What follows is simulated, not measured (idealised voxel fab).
This section sets out a process module, namely voxel capacitor over wiring.
cross-section cut | 205 nm wide | cells 5 nm
When this document writes out a cross-section, it uses a grid of square cells and lists it as bands, beginning at the top and moving down, with a band standing for one or more rows of cells.
Top height, bottom height, nm. Materials left to right, width each, nm. Single material + "full width" = fills band edge to edge. "empty" = empty.
Convention: height 0 is the level below which the wafer, as received, is all one material. The lowest band does not terminate at the bottom but continues downward, represented as "from 0 down".
Note: "30->40" means the width goes from the first number (top row of the band) to the second number (bottom row) in equal steps per row of cells.
Take "no modifications" at face value: in the step it is given for, the cross-section changed in none of its cells.
The list in "Enclosed internal voids" covers empty spaces of 8 cells or more that cannot reach the top through any open way, and it gives each as width x height at distance; the distance is from the left edge, and width, height and distance are in nm.
If you see something after the settings on a step's line, that's the simulator's own remark about that step.
If you see "overlay nm" on a step's line and that step has a mask, it's telling you how far right of where it was planned the mask ended up; a negative number means it went left instead.

The following list gives the planned process steps:
1,op RECEIVE | material Si
2,op CONFORMAL_DEP | material SiO2 | thk nm 15
3,op CONFORMAL_DEP | material SiCN | thk nm 5
4,op DIRECTIONAL_DEP | material lowk | thk nm 25
5,op MASKED_ETCH | tone open | mask id METAL_1 | width nm 25 | pitch nm 90 | etch materials lowk | depth nm 25 | overlay nm 0
6,op MASKED_ETCH | tone open | mask id METAL_1 | width nm 25 | pitch nm 90 | etch materials SiCN | depth nm 5 | overlay nm 0
7,op CONFORMAL_DEP | material TiN | thk nm 5
8,op FILL_DEP | material Cu | thk nm 5
9,op CMP | height nm 45
10,op CONFORMAL_DEP | material SiCN | thk nm 5
11,op DIRECTIONAL_DEP | material lowk | thk nm 10
12,op DIRECTIONAL_DEP | material aC | thk nm 15
13,op PATTERN | tone open | mask id PLUG_1 | material resist | width nm 15 | thk nm 30 | overlay nm 0
14,op DIRECTIONAL_ETCH | etch materials aC | depth nm 15
15,op STRIP | etch materials resist
16,op DIRECTIONAL_ETCH | etch materials lowk | depth nm 10
17,op DIRECTIONAL_ETCH | etch materials SiCN | depth nm 5
18,op STRIP | etch materials aC
19,op EPI | material Ru | thk nm 10
20,op EPI | material Ru | thk nm 5
21,op DIRECTIONAL_DEP | material TiN | thk nm 5
22,op DIRECTIONAL_DEP | material SiN | thk nm 5
23,op DIRECTIONAL_DEP | material TiN | thk nm 5
24,op PATTERN | tone cover | mask id UPPER_PLATE | material resist | width nm 70 | thk nm 15 | overlay nm 0
25,op DIRECTIONAL_ETCH | etch materials TiN | depth nm 5
26,op DIRECTIONAL_ETCH | etch materials SiN | depth nm 5
27,op STRIP | etch materials resist
28,op DIRECTIONAL_DEP | material aC | thk nm 15
29,op PATTERN | tone cover | mask id LOWER_PLATE | material resist | width nm 80 | thk nm 35 | overlay nm 0
30,op DIRECTIONAL_ETCH | etch materials aC | depth nm 15
31,op STRIP | etch materials resist
32,op DIRECTIONAL_ETCH | etch materials TiN | depth nm 5
33,op STRIP | etch materials aC
34,op FILL_DEP | material SiO2 | thk nm 20
35,op CMP | height nm 90
36,op DIRECTIONAL_DEP | material aC | thk nm 15
37,op PATTERN | tone open | mask id PLUG_2 | material resist | width nm 15 | thk nm 35 | overlay nm 0
38,op DIRECTIONAL_ETCH | etch materials aC | depth nm 15
39,op STRIP | etch materials resist
40,op DIRECTIONAL_ETCH | etch materials SiO2 | depth nm 15
41,op STRIP | etch materials aC
42,op CONFORMAL_DEP | material TiN | thk nm 5
43,op FILL_DEP | material Cu | thk nm 10
44,op CMP | height nm 90
45,op CONFORMAL_DEP | material SiCN | thk nm 5

First wafer of two (run as planned):

So this is the incoming wafer in cross-section - it's already been through step 1:
* from 0 down | Si full width
* Enclosed internal voids: none

Wafer section view after processing step 2:
* from 15 to 0 | SiO2 full width
* Below 0, no change.

Wafer section view after processing step 3:
* from 20 to 15 | SiCN full width
* Below 15, no change.

Wafer section view after processing step 4:
* from 45 to 20 | lowk full width
* Below 20, no change.

Wafer section view after processing step 5:
* from 45 to 20 | lowk: 45, empty: 25, lowk: 65, empty: 25, lowk: 45
* Below 20, no change.

Wafer section view after processing step 6:
* from 45 to 20 | lowk: 45, empty: 25, lowk: 65, empty: 25, lowk: 45
* from 20 to 15 | SiCN: 45, empty: 25, SiCN: 65, empty: 25, SiCN: 45
* Below 15, no change.

Wafer section view after processing step 7:
* from 50 to 45 | TiN: 50, empty: 15, TiN: 75, empty: 15, TiN: 50
* from 45 to 20 | lowk: 45, TiN: 5, empty: 15, TiN: 5, lowk: 65, TiN: 5, empty: 15, TiN: 5, lowk: 45
* from 20 to 15 | SiCN: 45, TiN: 25, SiCN: 65, TiN: 25, SiCN: 45
* Below 15, no change.

Wafer section view after processing step 8:
* from 55 to 50 | Cu full width
* from 50 to 45 | TiN: 50, Cu: 15, TiN: 75, Cu: 15, TiN: 50
* from 45 to 20 | lowk: 45, TiN: 5, Cu: 15, TiN: 5, lowk: 65, TiN: 5, Cu: 15, TiN: 5, lowk: 45
* Below 20, no change.

Wafer section view after processing step 9:
* from 45 to 20 | lowk: 45, TiN: 5, Cu: 15, TiN: 5, lowk: 65, TiN: 5, Cu: 15, TiN: 5, lowk: 45
* Below 20, no change.

Wafer section view after processing step 10:
* from 50 to 45 | SiCN full width
* Below 45, no change.

Wafer section view after processing step 11:
* from 60 to 50 | lowk full width
* Below 50, no change.

Wafer section view after processing step 12:
* from 75 to 60 | aC full width
* Below 60, no change.

Wafer section view after processing step 13:
* from 105 to 75 | resist: 55, empty: 15, resist: 135
* Below 75, no change.

Wafer section view after processing step 14:
* from 90 to 75 | resist: 55, empty: 15, resist: 135
* from 75 to 60 | aC: 55, empty: 15, aC: 135
* Below 60, no change.

Wafer section view after processing step 15:
* from 75 to 60 | aC: 55, empty: 15, aC: 135
* Below 60, no change.

Wafer section view after processing step 16:
* from 75 to 60 | aC: 55, empty: 15, aC: 135
* from 60 to 50 | lowk: 55, empty: 15, lowk: 135
* Below 50, no change.

Wafer section view after processing step 17:
* from 75 to 60 | aC: 55, empty: 15, aC: 135
* from 60 to 50 | lowk: 55, empty: 15, lowk: 135
* from 50 to 45 | SiCN: 55, empty: 15, SiCN: 135
* Below 45, no change.

Wafer section view after processing step 18:
* from 60 to 50 | lowk: 55, empty: 15, lowk: 135
* Below 50, no change.

Wafer section view after processing step 19:
* from 60 to 55 | lowk: 55, empty: 15, lowk: 135
* from 55 to 50 | lowk: 55, Ru: 15, lowk: 135
* from 50 to 45 | SiCN: 55, Ru: 15, SiCN: 135
* Below 45, no change.

Wafer section view after processing step 20:
* from 60 to 50 | lowk: 55, Ru: 15, lowk: 135
* Below 50, no change.

Wafer section view after processing step 21:
* from 65 to 60 | TiN full width
* Below 60, no change.

Wafer section view after processing step 22:
* from 70 to 65 | SiN full width
* Below 65, no change.

Wafer section view after processing step 23:
* from 75 to 70 | TiN full width
* Below 70, no change.

Wafer section view after processing step 24:
* from 90 to 75 | empty: 55, resist: 70, empty: 80
* Below 75, no change.

Wafer section view after processing step 25:
* from 90 to 75 | empty: 55, resist: 70, empty: 80
* from 75 to 70 | empty: 55, TiN: 70, empty: 80
* Below 70, no change.

Wafer section view after processing step 26:
* from 90 to 75 | empty: 55, resist: 70, empty: 80
* from 75 to 70 | empty: 55, TiN: 70, empty: 80
* from 70 to 65 | empty: 55, SiN: 70, empty: 80
* Below 65, no change.

Wafer section view after processing step 27:
* from 75 to 70 | empty: 55, TiN: 70, empty: 80
* Below 70, no change.

Wafer section view after processing step 28:
* from 90 to 80 | empty: 55, aC: 70, empty: 80
* from 80 to 75 | aC full width
* from 75 to 70 | aC: 55, TiN: 70, aC: 80
* from 70 to 65 | aC: 55, SiN: 70, aC: 80
* Below 65, no change.

Wafer section view after processing step 29:
* from 125 to 90 | empty: 50, resist: 80, empty: 75
* from 90 to 80 | empty: 50, resist: 5, aC: 70, resist: 5, empty: 75
* Below 80, no change.

Wafer section view after processing step 30:
* from 110 to 90 | empty: 50, resist: 80, empty: 75
* from 90 to 80 | empty: 50, resist: 5, aC: 70, resist: 5, empty: 75
* from 80 to 75 | empty: 50, aC: 80, empty: 75
* from 75 to 70 | empty: 50, aC: 5, TiN: 70, aC: 5, empty: 75
* from 70 to 65 | empty: 50, aC: 5, SiN: 70, aC: 5, empty: 75
* Below 65, no change.

Wafer section view after processing step 31:
* from 90 to 80 | empty: 55, aC: 70, empty: 80
* Below 80, no change.

Wafer section view after processing step 32:
* from 90 to 80 | empty: 55, aC: 70, empty: 80
* from 80 to 75 | empty: 50, aC: 80, empty: 75
* from 75 to 70 | empty: 50, aC: 5, TiN: 70, aC: 5, empty: 75
* from 70 to 65 | empty: 50, aC: 5, SiN: 70, aC: 5, empty: 75
* from 65 to 60 | empty: 50, TiN: 80, empty: 75
* Below 60, no change.

Wafer section view after processing step 33:
* from 75 to 70 | empty: 55, TiN: 70, empty: 80
* from 70 to 65 | empty: 55, SiN: 70, empty: 80
* Below 65, no change.

Wafer section view after processing step 34:
* from 95 to 75 | SiO2 full width
* from 75 to 70 | SiO2: 55, TiN: 70, SiO2: 80
* from 70 to 65 | SiO2: 55, SiN: 70, SiO2: 80
* from 65 to 60 | SiO2: 50, TiN: 80, SiO2: 75
* Below 60, no change.

Wafer section view after processing step 35:
* from 90 to 75 | SiO2 full width
* Below 75, no change.

Wafer section view after processing step 36:
* from 105 to 90 | aC full width
* Below 90, no change.

Wafer section view after processing step 37:
* from 140 to 105 | resist: 65, empty: 15, resist: 125
* Below 105, no change.

Wafer section view after processing step 38:
* from 125 to 105 | resist: 65, empty: 15, resist: 125
* from 105 to 90 | aC: 65, empty: 15, aC: 125
* Below 90, no change.

Wafer section view after processing step 39:
* from 105 to 90 | aC: 65, empty: 15, aC: 125
* Below 90, no change.

Wafer section view after processing step 40:
* from 105 to 90 | aC: 65, empty: 15, aC: 125
* from 90 to 75 | SiO2: 65, empty: 15, SiO2: 125
* Below 75, no change.

Wafer section view after processing step 41:
* from 90 to 75 | SiO2: 65, empty: 15, SiO2: 125
* Below 75, no change.

Wafer section view after processing step 42:
* from 95 to 90 | TiN: 70, empty: 5, TiN: 130
* from 90 to 80 | SiO2: 65, TiN: 5, empty: 5, TiN: 5, SiO2: 125
* from 80 to 70 | SiO2: 65->55, TiN: 15->70, SiO2: 125->80
* Below 70, no change.

Wafer section view after processing step 43:
* from 105 to 95 | Cu full width
* from 95 to 90 | TiN: 70, Cu: 5, TiN: 130
* from 90 to 80 | SiO2: 65, TiN: 5, Cu: 5, TiN: 5, SiO2: 125
* Below 80, no change.

Wafer section view after processing step 44:
* from 90 to 80 | SiO2: 65, TiN: 5, Cu: 5, TiN: 5, SiO2: 125
* Below 80, no change.

Wafer section view after processing step 45:
* from 95 to 90 | SiCN full width
* Below 90, no change.

Second Wafer (Identical Start and Plan, One Processing Error; Matches First Wafer Through Step 10):

Cross-section, second wafer, at the end time the plan gives for step 11:
* from 60 to 50 | TiN full width
* Below 50, no change.

Cross-section, second wafer, at the end time the plan gives for step 12:
* from 75 to 60 | aC full width
* Below 60, no change.

Cross-section, second wafer, at the end time the plan gives for step 13:
* from 105 to 75 | resist: 55, empty: 15, resist: 135
* Below 75, no change.

Cross-section, second wafer, at the end time the plan gives for step 14:
* from 90 to 75 | resist: 55, empty: 15, resist: 135
* from 75 to 60 | aC: 55, empty: 15, aC: 135
* Below 60, no change.

Cross-section, second wafer, at the end time the plan gives for step 15:
* from 75 to 60 | aC: 55, empty: 15, aC: 135
* Below 60, no change.

Cross-section, second wafer, at the end time the plan gives for step 16: no modifications

Cross-section, second wafer, at the end time the plan gives for step 17: no modifications

Cross-section, second wafer, at the end time the plan gives for step 18:
* from 60 to 50 | TiN full width
* Below 50, no change.

Cross-section, second wafer, at the end time the plan gives for step 19:
* from 70 to 60 | Ru full width
* Below 60, no change.

Cross-section, second wafer, at the end time the plan gives for step 20:
* from 75 to 60 | Ru full width
* Below 60, no change.

Cross-section, second wafer, at the end time the plan gives for step 21:
* from 80 to 75 | TiN full width
* Below 75, no change.

Cross-section, second wafer, at the end time the plan gives for step 22:
* from 85 to 80 | SiN full width
* Below 80, no change.

Cross-section, second wafer, at the end time the plan gives for step 23:
* from 90 to 85 | TiN full width
* Below 85, no change.

Cross-section, second wafer, at the end time the plan gives for step 24:
* from 105 to 90 | empty: 55, resist: 70, empty: 80
* Below 90, no change.

Cross-section, second wafer, at the end time the plan gives for step 25:
* from 105 to 90 | empty: 55, resist: 70, empty: 80
* from 90 to 85 | empty: 55, TiN: 70, empty: 80
* Below 85, no change.

Cross-section, second wafer, at the end time the plan gives for step 26:
* from 105 to 90 | empty: 55, resist: 70, empty: 80
* from 90 to 85 | empty: 55, TiN: 70, empty: 80
* from 85 to 80 | empty: 55, SiN: 70, empty: 80
* Below 80, no change.

Cross-section, second wafer, at the end time the plan gives for step 27:
* from 90 to 85 | empty: 55, TiN: 70, empty: 80
* Below 85, no change.

Cross-section, second wafer, at the end time the plan gives for step 28:
* from 105 to 95 | empty: 55, aC: 70, empty: 80
* from 95 to 90 | aC full width
* from 90 to 85 | aC: 55, TiN: 70, aC: 80
* from 85 to 80 | aC: 55, SiN: 70, aC: 80
* Below 80, no change.

Cross-section, second wafer, at the end time the plan gives for step 29:
* from 140 to 105 | empty: 50, resist: 80, empty: 75
* from 105 to 95 | empty: 50, resist: 5, aC: 70, resist: 5, empty: 75
* Below 95, no change.

Cross-section, second wafer, at the end time the plan gives for step 30:
* from 125 to 105 | empty: 50, resist: 80, empty: 75
* from 105 to 95 | empty: 50, resist: 5, aC: 70, resist: 5, empty: 75
* from 95 to 90 | empty: 50, aC: 80, empty: 75
* from 90 to 85 | empty: 50, aC: 5, TiN: 70, aC: 5, empty: 75
* from 85 to 80 | empty: 50, aC: 5, SiN: 70, aC: 5, empty: 75
* Below 80, no change.

Cross-section, second wafer, at the end time the plan gives for step 31:
* from 105 to 95 | empty: 55, aC: 70, empty: 80
* Below 95, no change.

Cross-section, second wafer, at the end time the plan gives for step 32:
* from 105 to 95 | empty: 55, aC: 70, empty: 80
* from 95 to 90 | empty: 50, aC: 80, empty: 75
* from 90 to 85 | empty: 50, aC: 5, TiN: 70, aC: 5, empty: 75
* from 85 to 80 | empty: 50, aC: 5, SiN: 70, aC: 5, empty: 75
* from 80 to 75 | empty: 50, TiN: 80, empty: 75
* Below 75, no change.

Cross-section, second wafer, at the end time the plan gives for step 33:
* from 90 to 85 | empty: 55, TiN: 70, empty: 80
* from 85 to 80 | empty: 55, SiN: 70, empty: 80
* Below 80, no change.

Cross-section, second wafer, at the end time the plan gives for step 34:
* from 110 to 90 | SiO2 full width
* from 90 to 85 | SiO2: 55, TiN: 70, SiO2: 80
* from 85 to 80 | SiO2: 55, SiN: 70, SiO2: 80
* from 80 to 75 | SiO2: 50, TiN: 80, SiO2: 75
* Below 75, no change.

Cross-section, second wafer, at the end time the plan gives for step 35:
* from 90 to 85 | SiO2: 55, TiN: 70, SiO2: 80
* Below 85, no change.

Cross-section, second wafer, at the end time the plan gives for step 36:
* from 105 to 90 | aC full width
* Below 90, no change.

Cross-section, second wafer, at the end time the plan gives for step 37:
* from 140 to 105 | resist: 65, empty: 15, resist: 125
* Below 105, no change.

Cross-section, second wafer, at the end time the plan gives for step 38:
* from 125 to 105 | resist: 65, empty: 15, resist: 125
* from 105 to 90 | aC: 65, empty: 15, aC: 125
* Below 90, no change.

Cross-section, second wafer, at the end time the plan gives for step 39:
* from 105 to 90 | aC: 65, empty: 15, aC: 125
* Below 90, no change.

Cross-section, second wafer, at the end time the plan gives for step 40: no modifications

Cross-section, second wafer, at the end time the plan gives for step 41:
* from 90 to 85 | SiO2: 55, TiN: 70, SiO2: 80
* Below 85, no change.

Cross-section, second wafer, at the end time the plan gives for step 42:
* from 95 to 90 | TiN full width
* Below 90, no change.

Cross-section, second wafer, at the end time the plan gives for step 43:
* from 105 to 95 | Cu full width
* Below 95, no change.

Cross-section, second wafer, at the end time the plan gives for step 44:
* from 90 to 85 | SiO2: 55, TiN: 70, SiO2: 80
* Below 85, no change.

Cross-section, second wafer, at the end time the plan gives for step 45:
* from 95 to 90 | SiCN full width
* Below 90, no change.
Short version of what went wrong: the process deviated at step 11: the operation and settings actually run there were op DIRECTIONAL_DEP | material TiN | thk nm 10
Final tally in cells, some materials are higher or lower on the second wafer than on the first: Cu: 2 fewer; Ru: 114 more; SiCN: 3 more; SiO2: 114 fewer; TiN: 75 more; lowk: 76 fewer
